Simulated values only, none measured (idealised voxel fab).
A process module follows: voxel self aligned vias.
The cross-section on display is named cut; it measures 255 nm wide, and its cells are 5 nm squares.
Reading order for cross-sections: top band down to bottom band. Underlying form: a grid of square cells. Band size: one or more rows of cells.
What a band's entry tells you: where the top is and where the bottom is, as heights in nm, and after that what lies inside, material by material from left to right, each with its width in nm. Empty space is written as the word "blank", and a single material marked with the word "throughout" occupies the band from edge to edge.
Heads up on the height convention: 0 is the point under which the incoming wafer is all one material, and the lowest band has no bottom, it just keeps going down, like "0 down".
Think of "30->40" as a width that walks from the first number to the second as you go down the band, top row to bottom row, taking equal-sized steps from row to row.
"no alterations made" (step): cross-section cells unchanged, all of them.
Any empty space of 8 cells or more lacking an open way to the top shows up in "Closed void register" as width x height at distance, distance from the left edge, in nm.
Where a step's line continues beyond its settings, the continuation is a remark by the simulator itself on that step.
Each step line may optionally specify "overlay nm", which for a step with a mask gives the rightward distance between the mask's planned place and where it lay, a negative value indicating the leftward direction.
# Intended process steps
1) RECEIVE,material Si
2) CONFORMAL_DEP,material SiO2,thk nm 10
3) CONFORMAL_DEP,material SiCN,thk nm 5
4) DIRECTIONAL_DEP,material lowk,thk nm 25
5) PATTERN,tone open,mask id LINES,material resist,width nm 25,pitch nm 55,thk nm 20,overlay nm -15
6) DIRECTIONAL_ETCH,etch materials lowk,depth nm 25
7) STRIP,etch materials resist
8) CONFORMAL_DEP,material TiN,thk nm 5
9) FILL_DEP,material Ru,thk nm 10
10) CMP,height nm 40
11) SELECTIVE_ETCH,etch materials W Ru TiN,depth nm 5
12) FILL_DEP,material SiN,thk nm 10
13) CMP,height nm 40
14) DIRECTIONAL_DEP,material lowk,thk nm 15
15) DIRECTIONAL_DEP,material aC,thk nm 15
16) PATTERN,tone open,mask id VIAS,material resist,width nm 35,pitch nm 55,thk nm 30,overlay nm 0
17) DIRECTIONAL_ETCH,etch materials aC,depth nm 15
18) STRIP,etch materials resist
19) DIRECTIONAL_ETCH,etch materials lowk,depth nm 15
20) DIRECTIONAL_ETCH,etch materials SiN,depth nm 5
21) STRIP,etch materials aC
22) CONFORMAL_DEP,material TiN,thk nm 5
23) FILL_DEP,material Cu,thk nm 10
24) CMP,height nm 55
25) CONFORMAL_DEP,material SiCN,thk nm 5
Wafer-to-wafer difference: overlay nm, step 5. Common start. Plan = first wafer's value.
# Cross-section of the first incoming wafer of several, state after step 1
	0 down: Si throughout
	Closed void register: none
# Per wafer (row), end of module: delta in cells per material since receipt, (+) for gained, (-) for lost; closed voids after that
overlay nm -15 | +22 Cu | +18 Ru | +102 SiCN | +4 SiN | +102 SiO2 | +48 TiN | +316 lowk | Closed void register: none
overlay nm -10 | +24 Cu | +18 Ru | +102 SiCN | +2 SiN | +102 SiO2 | +48 TiN | +316 lowk | Closed void register: none
overlay nm -5 | +26 Cu | +18 Ru | +102 SiCN | +102 SiO2 | +48 TiN | +316 lowk | Closed void register: none
overlay nm 0 | +26 Cu | +18 Ru | +102 SiCN | +102 SiO2 | +48 TiN | +316 lowk | Closed void register: none
overlay nm 5 | +26 Cu | +18 Ru | +102 SiCN | +102 SiO2 | +48 TiN | +316 lowk | Closed void register: none
overlay nm 10 | +24 Cu | +18 Ru | +102 SiCN | +2 SiN | +102 SiO2 | +48 TiN | +316 lowk | Closed void register: none
overlay nm 15 | +22 Cu | +18 Ru | +102 SiCN | +4 SiN | +102 SiO2 | +48 TiN | +316 lowk | Closed void register: none
